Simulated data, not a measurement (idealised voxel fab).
process module | voxel wiring stack
cross-section cut | 255 nm wide | cells 5 nm
A cross-section is a grid of square cells, given in bands from the top down. A band is one or more rows of cells.
Each band's line starts with the height of the band's top and of its bottom, in nm. Then come its materials from left to right, each with its width in nm. One material with "throughout" fills the band from edge to edge. "air" is empty space.
Height 0 is the level under which the wafer as received is all one material. The lowest band goes on downwards, as in "0 down".
A width such as "30 to 40" changes by the same amount from each row of cells to the next, from the band's top row to its bottom row.
"no change" after a step means that no cell of the cross-section changed.
closed voids: empty space of 8 cells or more with no open way to the top, each as width x height at its distance from the left edge, in nm
after a step's settings: what the simulator itself notes on the step
overlay nm, on a step with a mask: how far to the right of its planned place the mask lay; to the left if negative
plan
1 op RECEIVE | material Si
2 op CONFORMAL_DEP | material SiO2 | thk nm 15
3 op CONFORMAL_DEP | material SiCN | thk nm 5
4 op DIRECTIONAL_DEP | material lowk | thk nm 15
5 op DIRECTIONAL_DEP | material aC | thk nm 15
6 op PATTERN | tone open | mask id METAL_1 | material resist | width nm 25 | pitch nm 50 | thk nm 30 | overlay nm 0
7 op DIRECTIONAL_ETCH | etch materials aC | depth nm 15
8 op STRIP | etch materials resist
9 op DIRECTIONAL_ETCH | etch materials lowk | depth nm 15
10 op DIRECTIONAL_ETCH | etch materials SiCN | depth nm 5
11 op STRIP | etch materials aC
12 op CONFORMAL_DEP | material TiN | thk nm 5
13 op FILL_DEP | material Cu | thk nm 5
14 op CMP | height nm 35
15 op CONFORMAL_DEP | material SiCN | thk nm 5
16 op DIRECTIONAL_DEP | material lowk | thk nm 15
17 op DIRECTIONAL_DEP | material aC | thk nm 15
18 op PATTERN | tone open | mask id PLUG_1 | material resist | width nm 15 | pitch nm 50 | thk nm 35 | overlay nm 0
19 op DIRECTIONAL_ETCH | etch materials aC | depth nm 15
20 op STRIP | etch materials resist
21 op DIRECTIONAL_ETCH | etch materials lowk | depth nm 15
22 op DIRECTIONAL_ETCH | etch materials SiCN | depth nm 5
23 op STRIP | etch materials aC
24 op EPI | material Ru | thk nm 10
25 op EPI | material Ru | thk nm 10
26 op CONFORMAL_DEP | material SiN | thk nm 5
27 op DIRECTIONAL_DEP | material lowk | thk nm 15
28 op MASKED_ETCH | tone open | mask id METAL_2 | width nm 25 | pitch nm 50 | etch materials lowk | depth nm 15 | overlay nm 0
29 op MASKED_ETCH | tone open | mask id METAL_2 | width nm 25 | pitch nm 50 | etch materials SiN | depth nm 5 | overlay nm 0
30 op CONFORMAL_DEP | material TiN | thk nm 5
31 op FILL_DEP | material W | thk nm 5
32 op CMP | height nm 75
33 op CONFORMAL_DEP | material SiCN | thk nm 5
34 op DIRECTIONAL_DEP | material SiO2 | thk nm 15
35 op PATTERN | tone open | mask id PLUG_2 | material resist | width nm 15 | pitch nm 50 | thk nm 15 | overlay nm 0
36 op DIRECTIONAL_ETCH | etch materials SiO2 | depth nm 15
37 op DIRECTIONAL_ETCH | etch materials SiCN | depth nm 5
38 op STRIP | etch materials resist
39 op EPI | material Ru | thk nm 10
40 op EPI | material Ru | thk nm 10
41 op DIRECTIONAL_DEP | material TiN | thk nm 5
42 op DIRECTIONAL_DEP | material W | thk nm 15
43 op DIRECTIONAL_DEP | material aC | thk nm 10
44 op PATTERN | tone cover | mask id METAL_3 | material resist | width nm 25 | pitch nm 50 | thk nm 25 | overlay nm 0
45 op DIRECTIONAL_ETCH | etch materials aC | depth nm 10
46 op STRIP | etch materials resist
47 op DIRECTIONAL_ETCH | etch materials W | depth nm 15
48 op DIRECTIONAL_ETCH | etch materials TiN | depth nm 5
49 op STRIP | etch materials aC
50 op CONFORMAL_DEP | material SiCN | thk nm 5
51 op FILL_DEP | material SiO2 | thk nm 10
52 op CMP | height nm 115
53 op CONFORMAL_DEP | material SiCN | thk nm 5
first wafer, as planned
as received, after step 1
  0 down: Si throughout
  closed voids: none
after step 2
  15 to 0: SiO2 throughout
  below 0: unchanged
after step 3
  20 to 15: SiCN throughout
  below 15: unchanged
after step 4
  35 to 20: lowk throughout
  below 20: unchanged
after step 5
  50 to 35: aC throughout
  below 35: unchanged
after step 6
  80 to 50: resist 90 | air 25 | resist 25 | air 25 | resist 90
  below 50: unchanged
after step 7
  65 to 50: resist 90 | air 25 | resist 25 | air 25 | resist 90
  50 to 35: aC 90 | air 25 | aC 25 | air 25 | aC 90
  below 35: unchanged
after step 8
  50 to 35: aC 90 | air 25 | aC 25 | air 25 | aC 90
  below 35: unchanged
after step 9
  50 to 35: aC 90 | air 25 | aC 25 | air 25 | aC 90
  35 to 20: lowk 90 | air 25 | lowk 25 | air 25 | lowk 90
  below 20: unchanged
after step 10
  50 to 35: aC 90 | air 25 | aC 25 | air 25 | aC 90
  35 to 20: lowk 90 | air 25 | lowk 25 | air 25 | lowk 90
  20 to 15: SiCN 90 | air 25 | SiCN 25 | air 25 | SiCN 90
  below 15: unchanged
after step 11
  35 to 20: lowk 90 | air 25 | lowk 25 | air 25 | lowk 90
  below 20: unchanged
after step 12
  40 to 35: TiN 95 | air 15 | TiN 35 | air 15 | TiN 95
  35 to 20: lowk 90 | TiN 5 | air 15 | TiN 5 | lowk 25 | TiN 5 | air 15 | TiN 5 | lowk 90
  20 to 15: SiCN 90 | TiN 25 | SiCN 25 | TiN 25 | SiCN 90
  below 15: unchanged
after step 13
  45 to 40: Cu throughout
  40 to 35: TiN 95 | Cu 15 | TiN 35 | Cu 15 | TiN 95
  35 to 20: lowk 90 | TiN 5 | Cu 15 | TiN 5 | lowk 25 | TiN 5 | Cu 15 | TiN 5 | lowk 90
  below 20: unchanged
after step 14
  35 to 20: lowk 90 | TiN 5 | Cu 15 | TiN 5 | lowk 25 | TiN 5 | Cu 15 | TiN 5 | lowk 90
  below 20: unchanged
after step 15
  40 to 35: SiCN throughout
  below 35: unchanged
after step 16
  55 to 40: lowk throughout
  below 40: unchanged
after step 17
  70 to 55: aC throughout
  below 55: unchanged
after step 18
  105 to 70: resist 90 | air 15 | resist 35 | air 15 | resist 100
  below 70: unchanged
after step 19
  90 to 70: resist 90 | air 15 | resist 35 | air 15 | resist 100
  70 to 55: aC 90 | air 15 | aC 35 | air 15 | aC 100
  below 55: unchanged
after step 20
  70 to 55: aC 90 | air 15 | aC 35 | air 15 | aC 100
  below 55: unchanged
after step 21
  70 to 55: aC 90 | air 15 | aC 35 | air 15 | aC 100
  55 to 40: lowk 90 | air 15 | lowk 35 | air 15 | lowk 100
  below 40: unchanged
after step 22
  70 to 55: aC 90 | air 15 | aC 35 | air 15 | aC 100
  55 to 40: lowk 90 | air 15 | lowk 35 | air 15 | lowk 100
  40 to 35: SiCN 90 | air 15 | SiCN 35 | air 15 | SiCN 100
  below 35: unchanged
after step 23
  55 to 40: lowk 90 | air 15 | lowk 35 | air 15 | lowk 100
  below 40: unchanged
after step 24
  55 to 45: lowk 90 | air 15 | lowk 35 | air 15 | lowk 100
  45 to 40: lowk 90 | Ru 15 | lowk 35 | Ru 15 | lowk 100
  40 to 35: SiCN 90 | Ru 15 | SiCN 35 | Ru 15 | SiCN 100
  below 35: unchanged
after step 25
  55 to 40: lowk 90 | Ru 15 | lowk 35 | Ru 15 | lowk 100
  below 40: unchanged
after step 26
  60 to 55: SiN throughout
  below 55: unchanged
after step 27
  75 to 60: lowk throughout
  below 60: unchanged
after step 28
  75 to 60: lowk 90 | air 25 | lowk 25 | air 25 | lowk 90
  below 60: unchanged
after step 29
  75 to 60: lowk 90 | air 25 | lowk 25 | air 25 | lowk 90
  60 to 55: SiN 90 | air 25 | SiN 25 | air 25 | SiN 90
  below 55: unchanged
after step 30
  80 to 75: TiN 95 | air 15 | TiN 35 | air 15 | TiN 95
  75 to 60: lowk 90 | TiN 5 | air 15 | TiN 5 | lowk 25 | TiN 5 | air 15 | TiN 5 | lowk 90
  60 to 55: SiN 90 | TiN 25 | SiN 25 | TiN 25 | SiN 90
  below 55: unchanged
after step 31
  85 to 80: W throughout
  80 to 75: TiN 95 | W 15 | TiN 35 | W 15 | TiN 95
  75 to 60: lowk 90 | TiN 5 | W 15 | TiN 5 | lowk 25 | TiN 5 | W 15 | TiN 5 | lowk 90
  below 60: unchanged
after step 32
  75 to 60: lowk 90 | TiN 5 | W 15 | TiN 5 | lowk 25 | TiN 5 | W 15 | TiN 5 | lowk 90
  below 60: unchanged
after step 33
  80 to 75: SiCN throughout
  below 75: unchanged
after step 34
  95 to 80: SiO2 throughout
  below 80: unchanged
after step 35
  110 to 95: resist 90 | air 15 | resist 35 | air 15 | resist 100
  below 95: unchanged
after step 36
  110 to 95: resist 90 | air 15 | resist 35 | air 15 | resist 100
  95 to 80: SiO2 90 | air 15 | SiO2 35 | air 15 | SiO2 100
  below 80: unchanged
after step 37
  110 to 95: resist 90 | air 15 | resist 35 | air 15 | resist 100
  95 to 80: SiO2 90 | air 15 | SiO2 35 | air 15 | SiO2 100
  80 to 75: SiCN 90 | air 15 | SiCN 35 | air 15 | SiCN 100
  below 75: unchanged
after step 38
  95 to 80: SiO2 90 | air 15 | SiO2 35 | air 15 | SiO2 100
  below 80: unchanged
after step 39
  95 to 85: SiO2 90 | air 15 | SiO2 35 | air 15 | SiO2 100
  85 to 80: SiO2 90 | Ru 15 | SiO2 35 | Ru 15 | SiO2 100
  80 to 75: SiCN 90 | Ru 15 | SiCN 35 | Ru 15 | SiCN 100
  below 75: unchanged
after step 40
  95 to 80: SiO2 90 | Ru 15 | SiO2 35 | Ru 15 | SiO2 100
  below 80: unchanged
after step 41
  100 to 95: TiN throughout
  below 95: unchanged
after step 42
  115 to 100: W throughout
  below 100: unchanged
after step 43
  125 to 115: aC throughout
  below 115: unchanged
after step 44
  150 to 125: air 90 | resist 25 | air 25 | resist 25 | air 90
  below 125: unchanged
after step 45
  140 to 125: air 90 | resist 25 | air 25 | resist 25 | air 90
  125 to 115: air 90 | aC 25 | air 25 | aC 25 | air 90
  below 115: unchanged
after step 46
  125 to 115: air 90 | aC 25 | air 25 | aC 25 | air 90
  below 115: unchanged
after step 47
  125 to 115: air 90 | aC 25 | air 25 | aC 25 | air 90
  115 to 100: air 90 | W 25 | air 25 | W 25 | air 90
  below 100: unchanged
after step 48
  125 to 115: air 90 | aC 25 | air 25 | aC 25 | air 90
  115 to 100: air 90 | W 25 | air 25 | W 25 | air 90
  100 to 95: air 90 | TiN 25 | air 25 | TiN 25 | air 90
  below 95: unchanged
after step 49
  115 to 100: air 90 | W 25 | air 25 | W 25 | air 90
  below 100: unchanged
after step 50
  120 to 115: air 85 | SiCN 35 | air 15 | SiCN 35 | air 85
  115 to 100: air 85 | SiCN 5 | W 25 | SiCN 5 | air 15 | SiCN 5 | W 25 | SiCN 5 | air 85
  100 to 95: SiCN 90 | TiN 25 | SiCN 25 | TiN 25 | SiCN 90
  below 95: unchanged
after step 51
  130 to 120: SiO2 throughout
  120 to 115: SiO2 85 | SiCN 35 | SiO2 15 | SiCN 35 | SiO2 85
  115 to 100: SiO2 85 | SiCN 5 | W 25 | SiCN 5 | SiO2 15 | SiCN 5 | W 25 | SiCN 5 | SiO2 85
  below 100: unchanged
after step 52
  115 to 100: SiO2 85 | SiCN 5 | W 25 | SiCN 5 | SiO2 15 | SiCN 5 | W 25 | SiCN 5 | SiO2 85
  below 100: unchanged
after step 53
  120 to 115: SiCN throughout
  below 115: unchanged
second wafer: like start, like plan, one mistake. Through step 27 it matches the first wafer
when step 28 should have ended
  75 to 60: lowk 85 | air 35 | lowk 15 | air 35 | lowk 85
  below 60: unchanged
when step 29 should have ended
  75 to 60: lowk 85 | air 35 | lowk 15 | air 35 | lowk 85
  60 to 55: SiN 90 | air 25 | SiN 25 | air 25 | SiN 90
  below 55: unchanged
when step 30 should have ended
  80 to 75: TiN 90 | air 25 | TiN 25 | air 25 | TiN 90
  75 to 65: lowk 85 | TiN 5 | air 25 | TiN 5 | lowk 15 | TiN 5 | air 25 | TiN 5 | lowk 85
  65 to 60: lowk 85 | TiN 10 | air 15 | TiN 10 | lowk 15 | TiN 10 | air 15 | TiN 10 | lowk 85
  60 to 55: SiN 90 | TiN 25 | SiN 25 | TiN 25 | SiN 90
  below 55: unchanged
when step 31 should have ended
  85 to 80: W throughout
  80 to 75: TiN 90 | W 25 | TiN 25 | W 25 | TiN 90
  75 to 65: lowk 85 | TiN 5 | W 25 | TiN 5 | lowk 15 | TiN 5 | W 25 | TiN 5 | lowk 85
  65 to 60: lowk 85 | TiN 10 | W 15 | TiN 10 | lowk 15 | TiN 10 | W 15 | TiN 10 | lowk 85
  below 60: unchanged
when step 32 should have ended
  75 to 65: lowk 85 | TiN 5 | W 25 | TiN 5 | lowk 15 | TiN 5 | W 25 | TiN 5 | lowk 85
  below 65: unchanged
when step 33 should have ended
  80 to 75: SiCN throughout
  below 75: unchanged
when step 34 should have ended
  95 to 80: SiO2 throughout
  below 80: unchanged
when step 35 should have ended
  110 to 95: resist 90 | air 15 | resist 35 | air 15 | resist 100
  below 95: unchanged
when step 36 should have ended
  110 to 95: resist 90 | air 15 | resist 35 | air 15 | resist 100
  95 to 80: SiO2 90 | air 15 | SiO2 35 | air 15 | SiO2 100
  below 80: unchanged
when step 37 should have ended
  110 to 95: resist 90 | air 15 | resist 35 | air 15 | resist 100
  95 to 80: SiO2 90 | air 15 | SiO2 35 | air 15 | SiO2 100
  80 to 75: SiCN 90 | air 15 | SiCN 35 | air 15 | SiCN 100
  below 75: unchanged
when step 38 should have ended
  95 to 80: SiO2 90 | air 15 | SiO2 35 | air 15 | SiO2 100
  below 80: unchanged
when step 39 should have ended
  95 to 85: SiO2 90 | air 15 | SiO2 35 | air 15 | SiO2 100
  85 to 80: SiO2 90 | Ru 15 | SiO2 35 | Ru 15 | SiO2 100
  80 to 75: SiCN 90 | Ru 15 | SiCN 35 | Ru 15 | SiCN 100
  below 75: unchanged
when step 40 should have ended
  95 to 80: SiO2 90 | Ru 15 | SiO2 35 | Ru 15 | SiO2 100
  below 80: unchanged
when step 41 should have ended
  100 to 95: TiN throughout
  below 95: unchanged
when step 42 should have ended
  115 to 100: W throughout
  below 100: unchanged
when step 43 should have ended
  125 to 115: aC throughout
  below 115: unchanged
when step 44 should have ended
  150 to 125: air 90 | resist 25 | air 25 | resist 25 | air 90
  below 125: unchanged
when step 45 should have ended
  140 to 125: air 90 | resist 25 | air 25 | resist 25 | air 90
  125 to 115: air 90 | aC 25 | air 25 | aC 25 | air 90
  below 115: unchanged
when step 46 should have ended
  125 to 115: air 90 | aC 25 | air 25 | aC 25 | air 90
  below 115: unchanged
when step 47 should have ended
  125 to 115: air 90 | aC 25 | air 25 | aC 25 | air 90
  115 to 100: air 90 | W 25 | air 25 | W 25 | air 90
  below 100: unchanged
when step 48 should have ended
  125 to 115: air 90 | aC 25 | air 25 | aC 25 | air 90
  115 to 100: air 90 | W 25 | air 25 | W 25 | air 90
  100 to 95: air 90 | TiN 25 | air 25 | TiN 25 | air 90
  below 95: unchanged
when step 49 should have ended
  115 to 100: air 90 | W 25 | air 25 | W 25 | air 90
  below 100: unchanged
when step 50 should have ended
  120 to 115: air 85 | SiCN 35 | air 15 | SiCN 35 | air 85
  115 to 100: air 85 | SiCN 5 | W 25 | SiCN 5 | air 15 | SiCN 5 | W 25 | SiCN 5 | air 85
  100 to 95: SiCN 90 | TiN 25 | SiCN 25 | TiN 25 | SiCN 90
  below 95: unchanged
when step 51 should have ended
  130 to 120: SiO2 throughout
  120 to 115: SiO2 85 | SiCN 35 | SiO2 15 | SiCN 35 | SiO2 85
  115 to 100: SiO2 85 | SiCN 5 | W 25 | SiCN 5 | SiO2 15 | SiCN 5 | W 25 | SiCN 5 | SiO2 85
  below 100: unchanged
when step 52 should have ended
  115 to 100: SiO2 85 | SiCN 5 | W 25 | SiCN 5 | SiO2 15 | SiCN 5 | W 25 | SiCN 5 | SiO2 85
  below 100: unchanged
when step 53 should have ended
  120 to 115: SiCN throughout
  below 115: unchanged
what went wrong: step 28 ran as: op MASKED_ETCH | tone open | mask id METAL_2 | width nm 35 | pitch nm 50 | etch materials lowk | depth nm 15 | overlay nm 0
at the end the second wafer has, in cells: 4 more of TiN | 8 more of W | 12 fewer of lowk
